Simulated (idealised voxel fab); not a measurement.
This is a process module. Its name is voxel double patterning.
The width of the displayed cross-section, cut, is 205 nm; its cells are square, with a size of 5 nm.
When this document writes out a cross-section, it uses a grid of square cells and lists it as bands, beginning at the top and moving down, with a band standing for one or more rows of cells. This entry defines a band. It first specifies the height of the band's top and the height of its bottom in nm, and then specifies the band's materials from left to right, stating each material with its width in nm. The word "edge to edge" identifies a single material that fills the band from edge to edge, while the word "air" identifies empty space. For the purposes of this specification, 0 denotes the height below which the wafer in its as-received condition is composed wholly of one material, and the lowermost band, lacking a lower limit, extends downward without end, as expressed in "z 0 and below". The expression "30 to 40" gives the width at the extremes of the band, the first number at its top row of cells and the second at its bottom row, with the width changing by equal amounts from each row to the next in between. "nothing different" means the step left every cell of the cross-section as it was. What "Closed empty spaces" gives you is every empty space of 8 cells or more that is cut off from the top. Each appears as width x height at distance, with the distance taken from the left edge and width, height and distance all in nm. The remark found on a step's line after its settings is issued by the simulator itself and pertains to that step. Regarding "overlay nm": on a step with a mask, it is the distance the mask lay to the right of its planned place; a negative value places it to the left.
## The process steps that were planned are listed below
| 1 | RECEIVE | material Si |
| 2 | CONFORMAL_DEP | material SiO2 | thk nm 10 |
| 3 | DIRECTIONAL_DEP | material TiN | thk nm 15 |
| 4 | DIRECTIONAL_DEP | material SiCN | thk nm 10 |
| 5 | MASKED_ETCH | tone open | mask id FIRST | width nm 15 | pitch nm 50 | etch materials SiCN | depth nm 10 | overlay nm 0 |
| 6 | MASKED_ETCH | tone open | mask id SECOND | width nm 15 | etch materials SiCN | depth nm 10 | overlay nm 0 |
| 7 | DIRECTIONAL_ETCH | etch materials TiN | depth nm 15 |
| 8 | STRIP | etch materials SiCN |
## The first of a set of two wafers, run to plan
## Cross-section of the incoming wafer, state after step 1
    z 0 and below | Si edge to edge
    Closed empty spaces: none
## Presented here is a cross-section of the wafer after step 2 has been performed
    z 10 to 0 | SiO2 edge to edge
    Below a height of 0, the structure has not been altered.
## Presented here is a cross-section of the wafer after step 3 has been performed
    z 25 to 10 | TiN edge to edge
    Below a height of 10, the structure has not been altered.
## Presented here is a cross-section of the wafer after step 4 has been performed
    z 35 to 25 | SiCN edge to edge
    Below a height of 25, the structure has not been altered.
## Presented here is a cross-section of the wafer after step 5 has been performed
    z 35 to 25 | SiCN 70 nm; air 15 nm; SiCN 35 nm; air 15 nm; SiCN 70 nm
    Below a height of 25, the structure has not been altered.
## Presented here is a cross-section of the wafer after step 6 has been performed
    z 35 to 25 | SiCN 70 nm; air 15 nm; SiCN 10 nm; air 15 nm; SiCN 10 nm; air 15 nm; SiCN 70 nm
    Below a height of 25, the structure has not been altered.
## Presented here is a cross-section of the wafer after step 7 has been performed
    z 35 to 25 | SiCN 70 nm; air 15 nm; SiCN 10 nm; air 15 nm; SiCN 10 nm; air 15 nm; SiCN 70 nm
    z 25 to 10 | TiN 70 nm; air 15 nm; TiN 10 nm; air 15 nm; TiN 10 nm; air 15 nm; TiN 70 nm
    Below a height of 10, the structure has not been altered.
## Presented here is a cross-section of the wafer after step 8 has been performed
    z 25 to 10 | TiN 70 nm; air 15 nm; TiN 10 nm; air 15 nm; TiN 10 nm; air 15 nm; TiN 70 nm
    Below a height of 10, the structure has not been altered.
## The remaining wafer, second of the two, started like the first and was run to the same plan, except that one mistake was made along the way; the two coincide through step 7, inclusive
Cross-sectional view of the second wafer at the intended end time of process step 8: nothing different
Processing error: no execution of plan step 8; skipped
Final wafer comparison in cells, second versus first, more or fewer per material: SiCN +64
